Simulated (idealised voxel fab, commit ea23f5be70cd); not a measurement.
Process module in this document: voxel lift off
Each square cell in cross-section cut measures 5 nm, and the section as a whole is 255 nm wide.
If you're reading a cross-section in this doc, picture square cells in a grid; it comes to you as bands, top ones listed first down to the bottom, and a band can be one or more rows of cells. Band: top height; bottom height; in nm. Then, left to right: material with width in nm, for each material. "edge to edge": a single material spanning edge to edge. "empty": empty space. Counting heights begins at 0, where everything beneath is, in the wafer as received, one material. The lowest band has no bottom; it goes on downwards, as "0 and below" shows. Per-row width for "30->40": begins at first number (top row of band), ends at second number (bottom row), increment between rows held constant. Given "no modification" for a step, no cell of the cross-section differs between before and after that step. Empty spaces counting at least 8 cells and having no open way to the top are listed in "Cavities, sealed". The notation width x height at distance is used for each, the distance being from the left edge and all three values in nm. The remark found on a step's line after its settings is issued by the simulator itself and pertains to that step. A step's line can hold "overlay nm"; with a mask on that step, the setting says how far right of the planned place the mask lay, while a negative setting says it lay to the left.

# plan
- 1: RECEIVE | material Si
- 2: CONFORMAL_DEP | material SiO2 | thk nm 15
- 3: PATTERN | tone open | mask id LINES | material resist | width nm 20 | pitch nm 50 | thk nm 20 | overlay nm 0
- 4: DIRECTIONAL_DEP | material Ru | thk nm 10
- 5: STRIP | etch materials resist
- 6: CONFORMAL_DEP | material SiO2 | thk nm 5

# The following pertains to the first of two wafers, which was processed as planned

# Here's what the wafer looked like in cross-section when it arrived - that's after step 1
- 0 and below | Si edge to edge
- Cavities, sealed: none

# How the wafer stands in section after step 2
- 15 down to 0 | SiO2 edge to edge
- Below 0 it's all the same as before, nothing changed down there.

# How the wafer stands in section after step 3
- 35 down to 15 | 40 resist | 20 empty | 30 resist | 20 empty | 30 resist | 20 empty | 30 resist | 20 empty | 45 resist
- Below 15 it's all the same as before, nothing changed down there.

# How the wafer stands in section after step 4
- 45 down to 35 | 40 Ru | 20 empty | 30 Ru | 20 empty | 30 Ru | 20 empty | 30 Ru | 20 empty | 45 Ru
- 35 down to 25 | 40 resist | 20 empty | 30 resist | 20 empty | 30 resist | 20 empty | 30 resist | 20 empty | 45 resist
- 25 down to 15 | 40 resist | 20 Ru | 30 resist | 20 Ru | 30 resist | 20 Ru | 30 resist | 20 Ru | 45 resist
- Below 15 it's all the same as before, nothing changed down there.

# How the wafer stands in section after step 5
- 25 down to 15 | 40 empty | 20 Ru | 30 empty | 20 Ru | 30 empty | 20 Ru | 30 empty | 20 Ru | 45 empty
- Below 15 it's all the same as before, nothing changed down there.

# How the wafer stands in section after step 6
- 30 down to 25 | 35 empty | 30 SiO2 | 20 empty | 30 SiO2 | 20 empty | 30 SiO2 | 20 empty | 30 SiO2 | 40 empty
- 25 down to 20 | 35 empty | 5 SiO2 | 20 Ru | 5 SiO2 | 20 empty | 5 SiO2 | 20 Ru | 5 SiO2 | 20 empty | 5 SiO2 | 20 Ru | 5 SiO2 | 20 empty | 5 SiO2 | 20 Ru | 5 SiO2 | 40 empty
- 20 down to 15 | 40 SiO2 | 20 Ru | 30 SiO2 | 20 Ru | 30 SiO2 | 20 Ru | 30 SiO2 | 20 Ru | 45 SiO2
- Below 15 it's all the same as before, nothing changed down there.

# The second wafer was prepared from the same starting point and under the same plan as the first; its processing contained one mistake, and it remains indistinguishable from the first wafer up to and including step 5

# At the planned end of step 6, the second wafer in cross-section
- 30 down to 20 | 35 empty | 30 Ru | 20 empty | 30 Ru | 20 empty | 30 Ru | 20 empty | 30 Ru | 40 empty
- 20 down to 15 | Ru edge to edge
- Below 15 it's all the same as before, nothing changed down there.
Misprocessing identified: step 6 off recipe, ran as CONFORMAL_DEP | material Ru | thk nm 5
Once processing is complete, comparing cell counts shows that the second wafer has more or fewer of certain materials than the first: +67 Ru | -67 SiO2
